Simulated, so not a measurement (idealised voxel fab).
process module | voxel fin reveal
cross-section cut | 270 nm wide | cells 5 nm
A cross-section is a grid of square cells, given in bands from the top down. A band is one or more rows of cells.
Each band's line starts with the height of the band's top and of its bottom, in nm. Then come its materials from left to right, each with its width in nm. One material with "throughout" fills the band from edge to edge. "air" is empty space.
Height 0 is the level under which the wafer as received is all one material. The lowest band goes on downwards, as in "0 down".
A width such as "30 to 40" changes by the same amount from each row of cells to the next, from the band's top row to its bottom row.
"no change" after a step means that no cell of the cross-section changed.
closed voids: empty space of 8 cells or more with no open way to the top, each as width x height at its distance from the left edge, in nm
after a step's settings: what the simulator itself notes on the step
overlay nm, on a step with a mask: how far to the right of its planned place the mask lay; to the left if negative
plan
1 op RECEIVE | material Si
2 op CONFORMAL_DEP | material SiN | thk nm 10
3 op PATTERN | tone cover | mask id FINS | material resist | width nm 15 | pitch nm 45 | thk nm 20 | overlay nm 0
4 op DIRECTIONAL_ETCH | etch materials SiN | depth nm 10
5 op DIRECTIONAL_ETCH | etch materials Si | depth nm 40
6 op STRIP | etch materials resist
7 op OXIDIZE | depth nm 5
8 op FILL_DEP | material SiO2 | thk nm 15
9 op CMP | height nm 10
10 op SELECTIVE_ETCH | etch materials SiO2 | depth nm 40
11 op STRIP | etch materials SiN
12 op CONFORMAL_DEP | material SiO2 | thk nm 5
as received, after step 1
  0 down: Si throughout
  closed voids: none
first wafer at the end, as planned
  5 to 0: air 105 | SiO2 15 | air 30 | SiO2 15 | air 105
  0 to -25: air 105 | SiO2 5 | Si 5 | SiO2 5 | air 30 | SiO2 5 | Si 5 | SiO2 5 | air 105
  -25 to -45: SiO2 110 | Si 5 | SiO2 40 | Si 5 | SiO2 110
  -45 down: Si throughout
  closed voids: none
second wafer at the end: like start, like plan, one mistake
  5 to 0: air 105 | SiO2 15 | air 30 | SiO2 15 | air 105
  0 to -40: air 105 | SiO2 5 | Si 5 | SiO2 5 | air 30 | SiO2 5 | Si 5 | SiO2 5 | air 105
  -40 to -45: SiO2 110 | Si 5 | SiO2 40 | Si 5 | SiO2 110
  -45 down: Si throughout
  closed voids: none
what went wrong: step 10 was run twice
at the end the second wafer has, in cells: 144 fewer of SiO2
